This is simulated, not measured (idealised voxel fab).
The following is a process module called voxel tone inversion.
The cross-section on display is named cut; it measures 245 nm wide, and its cells are 5 nm squares.
A cross-section is written here as square cells arranged in a grid, and it is given in bands from the top down, each band taking up one or more rows of cells. What a band's entry tells you: where the top is and where the bottom is, as heights in nm, and after that what lies inside, material by material from left to right, each with its width in nm. Empty space is written as the word "empty", and a single material marked with the word "everywhere" occupies the band from edge to edge. Height 0 is the level under which the wafer as received is all one material. The lowest band goes on downwards, as in "z 0 and below". A width given as "30 to 40" starts at the first number in the band's top row and ends at the second number in its bottom row, shifting by an equal amount at every step from row to row. Basically "no modification" means that step didn't change any cell in the cross-section. If an empty space has no open way to the top and is at least 8 cells in size, "Voids lacking openings" lists it, written width x height at distance, where distance is measured from the left edge and every value is in nm. If you see something after the settings on a step's line, that's the simulator's own remark about that step. For masked steps, "overlay nm" on the step line gives how far right of plan the mask actually lay; a minus sign means it lay to the left.
## List of planned process steps
1,RECEIVE [material Si]
2,CONFORMAL_DEP [material SiCN] [thk nm 5]
3,DIRECTIONAL_DEP [material polySi] [thk nm 15]
4,PATTERN [tone cover] [mask id POSTS] [material resist] [width nm 20] [pitch nm 45] [thk nm 20] [overlay nm 0]
5,DIRECTIONAL_ETCH [etch materials polySi] [depth nm 15]
6,STRIP [etch materials resist]
7,FILL_DEP [material lowk] [thk nm 5]
8,CMP [height nm 20]
9,STRIP [etch materials polySi]
## The first wafer of two, processed as planned
## Received-state cross-section, reflecting completion of step 1
  z 0 and below | Si everywhere
  Voids lacking openings: none
## The wafer in cross-section once step 2 is complete
  z 5 to 0 | SiCN everywhere
  Note: structure below 0 unchanged.
## The wafer in cross-section once step 3 is complete
  z 20 to 5 | polySi everywhere
  Note: structure below 5 unchanged.
## The wafer in cross-section once step 4 is complete
  z 40 to 20 | 45 empty | 20 resist | 25 empty | 20 resist | 25 empty | 20 resist | 25 empty | 20 resist | 45 empty
  Note: structure below 20 unchanged.
## The wafer in cross-section once step 5 is complete
  z 40 to 20 | 45 empty | 20 resist | 25 empty | 20 resist | 25 empty | 20 resist | 25 empty | 20 resist | 45 empty
  z 20 to 5 | 45 empty | 20 polySi | 25 empty | 20 polySi | 25 empty | 20 polySi | 25 empty | 20 polySi | 45 empty
  Note: structure below 5 unchanged.
## The wafer in cross-section once step 6 is complete
  z 20 to 5 | 45 empty | 20 polySi | 25 empty | 20 polySi | 25 empty | 20 polySi | 25 empty | 20 polySi | 45 empty
  Note: structure below 5 unchanged.
## The wafer in cross-section once step 7 is complete
  z 25 to 20 | lowk everywhere
  z 20 to 5 | 45 lowk | 20 polySi | 25 lowk | 20 polySi | 25 lowk | 20 polySi | 25 lowk | 20 polySi | 45 lowk
  Note: structure below 5 unchanged.
## The wafer in cross-section once step 8 is complete
  z 20 to 5 | 45 lowk | 20 polySi | 25 lowk | 20 polySi | 25 lowk | 20 polySi | 25 lowk | 20 polySi | 45 lowk
  Note: structure below 5 unchanged.
## The wafer in cross-section once step 9 is complete
  z 20 to 5 | 45 lowk | 20 empty | 25 lowk | 20 empty | 25 lowk | 20 empty | 25 lowk | 20 empty | 45 lowk
  Note: structure below 5 unchanged.
## The second wafer was prepared from the same starting point and under the same plan as the first; its processing contained one mistake, and it remains indistinguishable from the first wafer up to and including step 1
## Cross-section of the second wafer at the time step 2 of the plan should have ended
  z 15 to 0 | SiCN everywhere
  Note: structure below 0 unchanged.
## Cross-section of the second wafer at the time step 3 of the plan should have ended
  z 30 to 15 | polySi everywhere
  Note: structure below 15 unchanged.
## Cross-section of the second wafer at the time step 4 of the plan should have ended
  z 50 to 30 | 45 empty | 20 resist | 25 empty | 20 resist | 25 empty | 20 resist | 25 empty | 20 resist | 45 empty
  Note: structure below 30 unchanged.
## Cross-section of the second wafer at the time step 5 of the plan should have ended
  z 50 to 30 | 45 empty | 20 resist | 25 empty | 20 resist | 25 empty | 20 resist | 25 empty | 20 resist | 45 empty
  z 30 to 15 | 45 empty | 20 polySi | 25 empty | 20 polySi | 25 empty | 20 polySi | 25 empty | 20 polySi | 45 empty
  Note: structure below 15 unchanged.
## Cross-section of the second wafer at the time step 6 of the plan should have ended
  z 30 to 15 | 45 empty | 20 polySi | 25 empty | 20 polySi | 25 empty | 20 polySi | 25 empty | 20 polySi | 45 empty
  Note: structure below 15 unchanged.
## Cross-section of the second wafer at the time step 7 of the plan should have ended
  z 35 to 30 | lowk everywhere
  z 30 to 15 | 45 lowk | 20 polySi | 25 lowk | 20 polySi | 25 lowk | 20 polySi | 25 lowk | 20 polySi | 45 lowk
  Note: structure below 15 unchanged.
## Cross-section of the second wafer at the time step 8 of the plan should have ended
  z 20 to 15 | 45 lowk | 20 polySi | 25 lowk | 20 polySi | 25 lowk | 20 polySi | 25 lowk | 20 polySi | 45 lowk
  Note: structure below 15 unchanged.
## Cross-section of the second wafer at the time step 9 of the plan should have ended
  z 20 to 15 | 45 lowk | 20 empty | 25 lowk | 20 empty | 25 lowk | 20 empty | 25 lowk | 20 empty | 45 lowk
  Note: structure below 15 unchanged.
Which mistake was made when the wafer was run? not per plan at step 2, really ran CONFORMAL_DEP [material SiCN] [thk nm 15]
Materials where the second wafer ends with more or fewer cells than the first: +98 SiCN, -66 lowk
